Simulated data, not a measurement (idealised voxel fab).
Title: Process Module voxel fin reveal
Displayed cross-section: cut, width of 170 nm, square cells sized 5 nm.
Cross-section layout: square cells on a grid; listed as bands, top to bottom; a band spans one or more cell rows. This entry defines a band. It first specifies the height of the band's top and the height of its bottom in nm, and then specifies the band's materials from left to right, stating each material with its width in nm. The word "throughout" identifies a single material that fills the band from edge to edge, while the word "air" identifies empty space. For the purposes of this specification, 0 denotes the height below which the wafer in its as-received condition is composed wholly of one material, and the lowermost band, lacking a lower limit, extends downward without end, as expressed in "from 0 down". The two numbers in a width such as "30 to 40" mark its ends across the band: the first belongs to the top row of cells, the second to the bottom row, and from each row to the next the width moves by the same amount. You'll sometimes find "no change occurred" written for a step, and that's the way of saying that nowhere in the cross-section did a cell change during that step. In the "Entrapped void list" entry, you get each enclosed empty space of 8 cells or more, one with no open way to the top, written width x height at distance, distance from the left edge, in nm. It should be noted that, on the line of a given step, the content following the step's settings is a remark produced by the simulator itself with respect to that step. If you see "overlay nm" on a step's line and that step has a mask, it's telling you how far right of where it was planned the mask ended up; a negative number means it went left instead.
Steps planned for the process:
1,RECEIVE,material Si
2,CONFORMAL_DEP,material SiN,thk nm 5
3,PATTERN,tone cover,mask id FINS,material resist,width nm 15,pitch nm 35,thk nm 15,overlay nm 0
4,DIRECTIONAL_ETCH,etch materials SiN,depth nm 5
5,DIRECTIONAL_ETCH,etch materials Si,depth nm 40
6,STRIP,etch materials resist
7,OXIDIZE,depth nm 5
8,FILL_DEP,material SiO2,thk nm 5
9,CMP,height nm 5
10,SELECTIVE_ETCH,etch materials SiO2,depth nm 30
11,STRIP,etch materials SiN
12,CONFORMAL_DEP,material HfO2,thk nm 5
Cross-section of the wafer as it came to us, i.e., already through step 1:
- from 0 down: Si throughout
- Entrapped void list: none
Starting structure and process plan are as shown above, but one mistake was made in running the module; the wafer cross-section at the end of the module follows:
- from 5 to 0: air (40) | HfO2 (15) | air (20) | HfO2 (15) | air (20) | HfO2 (15) | air (45)
- from 0 to -40: air (40) | HfO2 (5) | Si (5) | HfO2 (5) | air (20) | HfO2 (5) | Si (5) | HfO2 (5) | air (20) | HfO2 (5) | Si (5) | HfO2 (5) | air (45)
- from -40 to -45: HfO2 (45) | Si (5) | HfO2 (30) | Si (5) | HfO2 (30) | Si (5) | HfO2 (50)
- from -45 down: Si throughout
- Entrapped void list: none
What went wrong in running the wafer? regarding the plan, step 10 was run twice
